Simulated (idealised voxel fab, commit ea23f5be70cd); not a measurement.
Process module under the name voxel quadruple lines
FYI the section here is cut, 200 nm wide, cells are 5 nm squares.
Each cross-section below is a grid of square cells, stated as bands in top-down order, with one or more rows of cells making up each band.
Quick guide to a band line: top height, bottom height (nm) up front; then every material left to right with its width in nm. Only one material and it's marked "everywhere"? Then it fills the band edge to edge. And "empty" just means empty space.
Height is counted from the level 0, under which the received wafer is composed throughout of one material. The lowest of the bands is not closed at the bottom but continues downward, in the notation "0 nm and below".
The notation "30 to 40" denotes a width that varies across the rows of cells in the band, beginning at the first number in the top row, finishing at the second number in the bottom row, and changing by an identical amount from each row to the next.
Reading "remains unaltered" for a step: not a cell of the cross-section changed in it.
Any empty space of 8 cells or more lacking an open way to the top shows up in "Sealed void inventory" as width x height at distance, distance from the left edge, in nm.
Read whatever lies past the settings on a step's line as the simulator's own remark about the step.
overlay nm: for a step with a mask, the amount by which the mask lay right of where it was planned; a negative amount means left of it.

Here's what the planned process steps look like:
1,RECEIVE, material Si
2,CONFORMAL_DEP, material Al2O3, thk nm 10
3,DIRECTIONAL_DEP, material TiN, thk nm 10
4,DIRECTIONAL_DEP, material polySi, thk nm 15
5,DIRECTIONAL_DEP, material aC, thk nm 20
6,PATTERN, tone cover, mask id MANDREL, material resist, width nm 30, thk nm 30, overlay nm 0
7,DIRECTIONAL_ETCH, etch materials aC, depth nm 20
8,STRIP, etch materials resist
9,CONFORMAL_DEP, material SiO2, thk nm 10
10,DIRECTIONAL_ETCH, etch materials SiO2, depth nm 10
11,STRIP, etch materials aC
12,DIRECTIONAL_ETCH, etch materials polySi, depth nm 15
13,STRIP, etch materials SiO2
14,CONFORMAL_DEP, material SiCN, thk nm 10
15,DIRECTIONAL_ETCH, etch materials SiCN, depth nm 10
16,STRIP, etch materials polySi
17,DIRECTIONAL_ETCH, etch materials TiN, depth nm 10
18,STRIP, etch materials SiCN

First of two wafers, processed according to plan:

Incoming wafer, cross-sectional view, post step 1:
> 0 nm and below | Si everywhere
> Sealed void inventory: none

Cross-section of the wafer after step 2:
> 10 nm to 0 nm | Al2O3 everywhere
> Under the height 0 nothing was changed.

Cross-section of the wafer after step 3:
> 20 nm to 10 nm | TiN everywhere
> Under the height 10 nothing was changed.

Cross-section of the wafer after step 4:
> 35 nm to 20 nm | polySi everywhere
> Under the height 20 nothing was changed.

Cross-section of the wafer after step 5:
> 55 nm to 35 nm | aC everywhere
> Under the height 35 nothing was changed.

Cross-section of the wafer after step 6:
> 85 nm to 55 nm | empty 85 nm  resist 30 nm  empty 85 nm
> Under the height 55 nothing was changed.

Cross-section of the wafer after step 7:
> 65 nm to 55 nm | empty 85 nm  resist 30 nm  empty 85 nm
> 55 nm to 35 nm | empty 85 nm  aC 30 nm  empty 85 nm
> Under the height 35 nothing was changed.

Cross-section of the wafer after step 8:
> 55 nm to 35 nm | empty 85 nm  aC 30 nm  empty 85 nm
> Under the height 35 nothing was changed.

Cross-section of the wafer after step 9:
> 65 nm to 55 nm | empty 75 nm  SiO2 50 nm  empty 75 nm
> 55 nm to 45 nm | empty 75 nm  SiO2 10 nm  aC 30 nm  SiO2 10 nm  empty 75 nm
> 45 nm to 35 nm | SiO2 85 nm  aC 30 nm  SiO2 85 nm
> Under the height 35 nothing was changed.

Cross-section of the wafer after step 10:
> 55 nm to 35 nm | empty 75 nm  SiO2 10 nm  aC 30 nm  SiO2 10 nm  empty 75 nm
> Under the height 35 nothing was changed.

Cross-section of the wafer after step 11:
> 55 nm to 35 nm | empty 75 nm  SiO2 10 nm  empty 30 nm  SiO2 10 nm  empty 75 nm
> Under the height 35 nothing was changed.

Cross-section of the wafer after step 12:
> 55 nm to 35 nm | empty 75 nm  SiO2 10 nm  empty 30 nm  SiO2 10 nm  empty 75 nm
> 35 nm to 20 nm | empty 75 nm  polySi 10 nm  empty 30 nm  polySi 10 nm  empty 75 nm
> Under the height 20 nothing was changed.

Cross-section of the wafer after step 13:
> 35 nm to 20 nm | empty 75 nm  polySi 10 nm  empty 30 nm  polySi 10 nm  empty 75 nm
> Under the height 20 nothing was changed.

Cross-section of the wafer after step 14:
> 45 nm to 35 nm | empty 65 nm  SiCN 30 nm  empty 10 nm  SiCN 30 nm  empty 65 nm
> 35 nm to 30 nm | empty 65 nm  SiCN 10 nm  polySi 10 nm  SiCN 10 nm  empty 10 nm  SiCN 10 nm  polySi 10 nm  SiCN 10 nm  empty 65 nm
> 30 nm to 20 nm | SiCN 75 nm  polySi 10 nm  SiCN 30 nm  polySi 10 nm  SiCN 75 nm
> Under the height 20 nothing was changed.

Cross-section of the wafer after step 15:
> 35 nm to 20 nm | empty 65 nm  SiCN 10 nm  polySi 10 nm  SiCN 10 nm  empty 10 nm  SiCN 10 nm  polySi 10 nm  SiCN 10 nm  empty 65 nm
> Under the height 20 nothing was changed.

Cross-section of the wafer after step 16:
> 35 nm to 20 nm | empty 65 nm  SiCN 10 nm  empty 10 nm  SiCN 10 nm  empty 10 nm  SiCN 10 nm  empty 10 nm  SiCN 10 nm  empty 65 nm
> Under the height 20 nothing was changed.

Cross-section of the wafer after step 17:
> 35 nm to 20 nm | empty 65 nm  SiCN 10 nm  empty 10 nm  SiCN 10 nm  empty 10 nm  SiCN 10 nm  empty 10 nm  SiCN 10 nm  empty 65 nm
> 20 nm to 10 nm | empty 65 nm  TiN 10 nm  empty 10 nm  TiN 10 nm  empty 10 nm  TiN 10 nm  empty 10 nm  TiN 10 nm  empty 65 nm
> Under the height 10 nothing was changed.

Cross-section of the wafer after step 18:
> 20 nm to 10 nm | empty 65 nm  TiN 10 nm  empty 10 nm  TiN 10 nm  empty 10 nm  TiN 10 nm  empty 10 nm  TiN 10 nm  empty 65 nm
> Under the height 10 nothing was changed.

Regarding the second of the two wafers: it shared the first wafer's starting condition and process plan, yet one error occurred during its execution. Its history coincides with that of the first wafer up to and including step 5:

Cross-section of the second wafer when, according to plan, step 6 should have finished:
> 85 nm to 55 nm | empty 90 nm  resist 30 nm  empty 80 nm
> Under the height 55 nothing was changed.

Cross-section of the second wafer when, according to plan, step 7 should have finished:
> 65 nm to 55 nm | empty 90 nm  resist 30 nm  empty 80 nm
> 55 nm to 35 nm | empty 90 nm  aC 30 nm  empty 80 nm
> Under the height 35 nothing was changed.

Cross-section of the second wafer when, according to plan, step 8 should have finished:
> 55 nm to 35 nm | empty 90 nm  aC 30 nm  empty 80 nm
> Under the height 35 nothing was changed.

Cross-section of the second wafer when, according to plan, step 9 should have finished:
> 65 nm to 55 nm | empty 80 nm  SiO2 50 nm  empty 70 nm
> 55 nm to 45 nm | empty 80 nm  SiO2 10 nm  aC 30 nm  SiO2 10 nm  empty 70 nm
> 45 nm to 35 nm | SiO2 90 nm  aC 30 nm  SiO2 80 nm
> Under the height 35 nothing was changed.

Cross-section of the second wafer when, according to plan, step 10 should have finished:
> 55 nm to 35 nm | empty 80 nm  SiO2 10 nm  aC 30 nm  SiO2 10 nm  empty 70 nm
> Under the height 35 nothing was changed.

Cross-section of the second wafer when, according to plan, step 11 should have finished:
> 55 nm to 35 nm | empty 80 nm  SiO2 10 nm  empty 30 nm  SiO2 10 nm  empty 70 nm
> Under the height 35 nothing was changed.

Cross-section of the second wafer when, according to plan, step 12 should have finished:
> 55 nm to 35 nm | empty 80 nm  SiO2 10 nm  empty 30 nm  SiO2 10 nm  empty 70 nm
> 35 nm to 20 nm | empty 80 nm  polySi 10 nm  empty 30 nm  polySi 10 nm  empty 70 nm
> Under the height 20 nothing was changed.

Cross-section of the second wafer when, according to plan, step 13 should have finished:
> 35 nm to 20 nm | empty 80 nm  polySi 10 nm  empty 30 nm  polySi 10 nm  empty 70 nm
> Under the height 20 nothing was changed.

Cross-section of the second wafer when, according to plan, step 14 should have finished:
> 45 nm to 35 nm | empty 70 nm  SiCN 30 nm  empty 10 nm  SiCN 30 nm  empty 60 nm
> 35 nm to 30 nm | empty 70 nm  SiCN 10 nm  polySi 10 nm  SiCN 10 nm  empty 10 nm  SiCN 10 nm  polySi 10 nm  SiCN 10 nm  empty 60 nm
> 30 nm to 20 nm | SiCN 80 nm  polySi 10 nm  SiCN 30 nm  polySi 10 nm  SiCN 70 nm
> Under the height 20 nothing was changed.

Cross-section of the second wafer when, according to plan, step 15 should have finished:
> 35 nm to 20 nm | empty 70 nm  SiCN 10 nm  polySi 10 nm  SiCN 10 nm  empty 10 nm  SiCN 10 nm  polySi 10 nm  SiCN 10 nm  empty 60 nm
> Under the height 20 nothing was changed.

Cross-section of the second wafer when, according to plan, step 16 should have finished:
> 35 nm to 20 nm | empty 70 nm  SiCN 10 nm  empty 10 nm  SiCN 10 nm  empty 10 nm  SiCN 10 nm  empty 10 nm  SiCN 10 nm  empty 60 nm
> Under the height 20 nothing was changed.

Cross-section of the second wafer when, according to plan, step 17 should have finished:
> 35 nm to 20 nm | empty 70 nm  SiCN 10 nm  empty 10 nm  SiCN 10 nm  empty 10 nm  SiCN 10 nm  empty 10 nm  SiCN 10 nm  empty 60 nm
> 20 nm to 10 nm | empty 70 nm  TiN 10 nm  empty 10 nm  TiN 10 nm  empty 10 nm  TiN 10 nm  empty 10 nm  TiN 10 nm  empty 60 nm
> Under the height 10 nothing was changed.

Cross-section of the second wafer when, according to plan, step 18 should have finished:
> 20 nm to 10 nm | empty 70 nm  TiN 10 nm  empty 10 nm  TiN 10 nm  empty 10 nm  TiN 10 nm  empty 10 nm  TiN 10 nm  empty 60 nm
> Under the height 10 nothing was changed.
The mistake made against the process plan was this: not per plan at step 6, really ran PATTERN, tone cover, mask id MANDREL, material resist, width nm 30, thk nm 30, overlay nm 5
The two final wafers agree on how many cells each material fills and disagree on which cells those are.
